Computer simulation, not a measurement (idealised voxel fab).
process module | voxel fin reveal
cross-section cut | 155 nm wide | cells 5 nm
A cross-section is a grid of square cells, given in bands from the top down. A band is one or more rows of cells.
Each band's line starts with the height of the band's top and of its bottom, in nm. Then come its materials from left to right, each with its width in nm. One material with "throughout" fills the band from edge to edge. "air" is empty space.
Height 0 is the level under which the wafer as received is all one material. The lowest band goes on downwards, as in "0 down".
A width such as "30 to 40" changes by the same amount from each row of cells to the next, from the band's top row to its bottom row.
"no change" after a step means that no cell of the cross-section changed.
closed voids: empty space of 8 cells or more with no open way to the top, each as width x height at its distance from the left edge, in nm
after a step's settings: what the simulator itself notes on the step
overlay nm, on a step with a mask: how far to the right of its planned place the mask lay; to the left if negative
plan
1 op RECEIVE | material Si
2 op CONFORMAL_DEP | material SiN | thk nm 5
3 op DIRECTIONAL_DEP | material aC | thk nm 15
4 op PATTERN | tone cover | mask id FINS | material resist | width nm 15 | pitch nm 40 | thk nm 35 | overlay nm 0
5 op DIRECTIONAL_ETCH | etch materials aC | depth nm 15
6 op STRIP | etch materials resist
7 op DIRECTIONAL_ETCH | etch materials SiN | depth nm 5
8 op DIRECTIONAL_ETCH | etch materials Si | depth nm 35
9 op STRIP | etch materials aC
10 op FILL_DEP | material SiO2 | thk nm 10
11 op CMP | height nm 5
12 op SELECTIVE_ETCH | etch materials SiO2 | depth nm 15
13 op STRIP | etch materials SiN
14 op CONFORMAL_DEP | material SiO2 | thk nm 5
as received, after step 1
  0 down: Si throughout
  closed voids: none
a wafer at the end: this start, this plan, one mistake
  5 to 0: air 45 | SiO2 25 | air 15 | SiO2 25 | air 45
  0 to -5: air 45 | SiO2 5 | Si 15 | SiO2 5 | air 15 | SiO2 5 | Si 15 | SiO2 5 | air 45
  -5 to -10: SiO2 40 | air 5 | SiO2 5 | Si 15 | SiO2 5 | air 15 | SiO2 5 | Si 15 | SiO2 5 | air 5 | SiO2 40
  -10 to -35: SiO2 50 | Si 15 | SiO2 25 | Si 15 | SiO2 50
  -35 down: Si throughout
  closed voids: none
what went wrong: steps 12 and 13 were swapped
